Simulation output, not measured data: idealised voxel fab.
The process module that follows is named voxel released beams.
Cross-section cut spans 175 nm and uses square cells 5 nm in size.
Square cells in a grid make up a cross-section in this document, and the grid is given as bands, listed from the top down, each one or more rows of cells. What a band's entry tells you: where the top is and where the bottom is, as heights in nm, and after that what lies inside, material by material from left to right, each with its width in nm. Empty space is written as the word "air", and a single material marked with the word "full width" occupies the band from edge to edge. Heights from 0 (as-received wafer is one material below). Bottom band endless downward, as "0 down". You'd read "30->40" like this: the band's top row of cells is as wide as the first number, its bottom row is as wide as the second, and going down, every row changes width by the same amount as the row before did. "remains unaltered" after a step means that no cell of the cross-section changed. In the "Closed void table" entry, you get each enclosed empty space of 8 cells or more, one with no open way to the top, written width x height at distance, distance from the left edge, in nm. On each step's line, the part that comes after the settings is the simulator's own comment on the step. On any step carrying a mask, the "overlay nm" setting, if present on the step's line, tells how far right of its planned place the mask lay; negative values point to the left.
List of planned process steps:
1) RECEIVE | material Si
2) CONFORMAL_DEP | material SiN | thk nm 10
3) DIRECTIONAL_DEP | material SiO2 | thk nm 20
4) MASKED_ETCH | tone open | mask id ANCHOR | width nm 35 | etch materials SiO2 | depth nm 20 | overlay nm 0
5) CONFORMAL_DEP | material W | thk nm 10
6) MASKED_ETCH | tone cover | mask id BEAM | width nm 110 | etch materials W | depth nm 10 | overlay nm 0
7) STRIP | etch materials SiO2
As-received state of the wafer in cross-section, equivalent to post-step 1:
	0 down: Si full width
	Closed void table: none
End-of-module cross-section. Starting structure and process plan as above; one mistake made in running it:
	40 to 30: air 25 nm | W 20 nm | air 15 nm | W 85 nm | air 30 nm
	30 to 20: air 35 nm | W 10 nm | air 15 nm | W 10 nm | air 105 nm
	20 to 10: air 35 nm | W 35 nm | air 105 nm
	10 to 0: SiN full width
	0 down: Si full width
	Closed void table: none
what went wrong: step 6 off recipe, ran as MASKED_ETCH | tone cover | mask id BEAM | width nm 120 | etch materials W | depth nm 10 | overlay nm 0
